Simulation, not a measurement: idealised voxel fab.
The following is a process module called voxel self aligned vias.
Square cells of 5 nm make up the cross-section cut, whose width is 225 nm.
Cross-section spec: square-cell grid; bands listed top down; each band is one or more rows.
Band: top and bottom heights (nm) first, top before bottom; then materials from left to right, widths in nm. "everywhere" marks a sole material filling the band edge to edge. "blank" denotes empty space.
All heights in this document are referenced to 0, defined as the level beneath which the wafer, as received, consists entirely of one material. The lowest band is not bounded below; it extends indefinitely downward and is written in the form "0..down".
It should be noted that a width expressed as "30..40" varies in equal increments from row to row of cells within the band, taking the value of the first number at the top row and that of the second number at the bottom row.
Any step labelled "all unchanged" changed none of the cells in the cross-section.
Closed empty spaces (no open way to the top) of 8 cells or more are what "Completely sealed voids" lists, each as width x height at distance from the left edge, nm for all three.
On a step's line, text after the settings is the simulator commenting on that step.
The "overlay nm" setting may appear on a step's line; for a step that uses a mask, it gives how far to the right of its planned position the mask lay, and a negative value indicates the left.

## Steps in the process plan
1) RECEIVE [material Si]
2) CONFORMAL_DEP [material SiO2] [thk nm 15]
3) CONFORMAL_DEP [material SiCN] [thk nm 5]
4) DIRECTIONAL_DEP [material SiO2] [thk nm 20]
5) DIRECTIONAL_DEP [material aC] [thk nm 10]
6) PATTERN [tone open] [mask id LINES] [material resist] [width nm 20] [pitch nm 45] [thk nm 30] [overlay nm 0]
7) DIRECTIONAL_ETCH [etch materials aC] [depth nm 10]
8) STRIP [etch materials resist]
9) DIRECTIONAL_ETCH [etch materials SiO2] [depth nm 20]
10) STRIP [etch materials aC]
11) CONFORMAL_DEP [material TiN] [thk nm 5]
12) FILL_DEP [material Ru] [thk nm 5]
13) CMP [height nm 40]
14) SELECTIVE_ETCH [etch materials W Ru TiN] [depth nm 10]
15) FILL_DEP [material SiN] [thk nm 10]
16) CMP [height nm 40]
17) DIRECTIONAL_DEP [material SiO2] [thk nm 20]
18) MASKED_ETCH [tone open] [mask id VIAS] [width nm 30] [pitch nm 90] [etch materials SiO2] [depth nm 20] [overlay nm 0]
19) MASKED_ETCH [tone open] [mask id VIAS] [width nm 30] [pitch nm 90] [etch materials SiN] [depth nm 10] [overlay nm 0]
20) CONFORMAL_DEP [material TiN] [thk nm 5]
21) FILL_DEP [material W] [thk nm 10]
22) CMP [height nm 60]
23) CONFORMAL_DEP [material SiCN] [thk nm 5]

## As-received state of the wafer in cross-section, equivalent to post-step 1
* 0..down | Si everywhere
* Completely sealed voids: none

## first wafer at the end, as planned
* 65..60 | SiCN everywhere
* 60..45 | SiO2: 50, then TiN: 5, then W: 20, then TiN: 5, then SiO2: 60, then TiN: 5, then W: 20, then TiN: 5, then SiO2: 55
* 45..40 | SiO2: 50, then TiN: 10, then W: 10, then TiN: 10, then SiO2: 60, then TiN: 10, then W: 10, then TiN: 10, then SiO2: 55
* 40..35 | SiO2: 55, then TiN: 5, then W: 10, then TiN: 5, then SiO2: 25, then SiN: 20, then SiO2: 25, then TiN: 5, then W: 10, then TiN: 5, then SiO2: 60
* 35..30 | SiO2: 55, then TiN: 20, then SiO2: 25, then SiN: 20, then SiO2: 25, then TiN: 20, then SiO2: 60
* 30..25 | SiO2: 55, then TiN: 5, then Ru: 10, then TiN: 5, then SiO2: 25, then TiN: 5, then Ru: 10, then TiN: 5, then SiO2: 25, then TiN: 5, then Ru: 10, then TiN: 5, then SiO2: 60
* 25..20 | SiO2: 55, then TiN: 20, then SiO2: 25, then TiN: 20, then SiO2: 25, then TiN: 20, then SiO2: 60
* 20..15 | SiCN everywhere
* 15..0 | SiO2 everywhere
* 0..down | Si everywhere
* Completely sealed voids: none

## Module end: cross-section of wafer two of two. Same start and process plan as the first wafer. One mistake during execution
* 65..60 | SiCN everywhere
* 60..40 | SiO2: 50, then TiN: 5, then W: 20, then TiN: 5, then SiO2: 60, then TiN: 5, then W: 20, then TiN: 5, then SiO2: 55
* 40..35 | SiN: 50, then TiN: 10, then W: 10, then TiN: 10, then SiN: 60, then TiN: 10, then W: 10, then TiN: 10, then SiN: 55
* 35..30 | SiO2: 55, then TiN: 20, then SiO2: 25, then SiN: 20, then SiO2: 25, then TiN: 20, then SiO2: 60
* 30..20 | SiO2: 55, then TiN: 5, then Ru: 10, then TiN: 5, then SiO2: 25, then TiN: 5, then Ru: 10, then TiN: 5, then SiO2: 25, then TiN: 5, then Ru: 10, then TiN: 5, then SiO2: 60
* 20..15 | SiO2: 55, then TiN: 20, then SiO2: 25, then TiN: 20, then SiO2: 25, then TiN: 20, then SiO2: 60
* 15..0 | SiO2 everywhere
* 0..down | Si everywhere
* Completely sealed voids: none
It is concluded that the wafer was processed incorrectly with respect to the plan, in that plan step 3: skipped, not run
Counted in cells at the end, the second wafer holds more or fewer of these materials than the first: Ru +6 | SiCN -45 | SiN +29 | TiN +6 | W +4
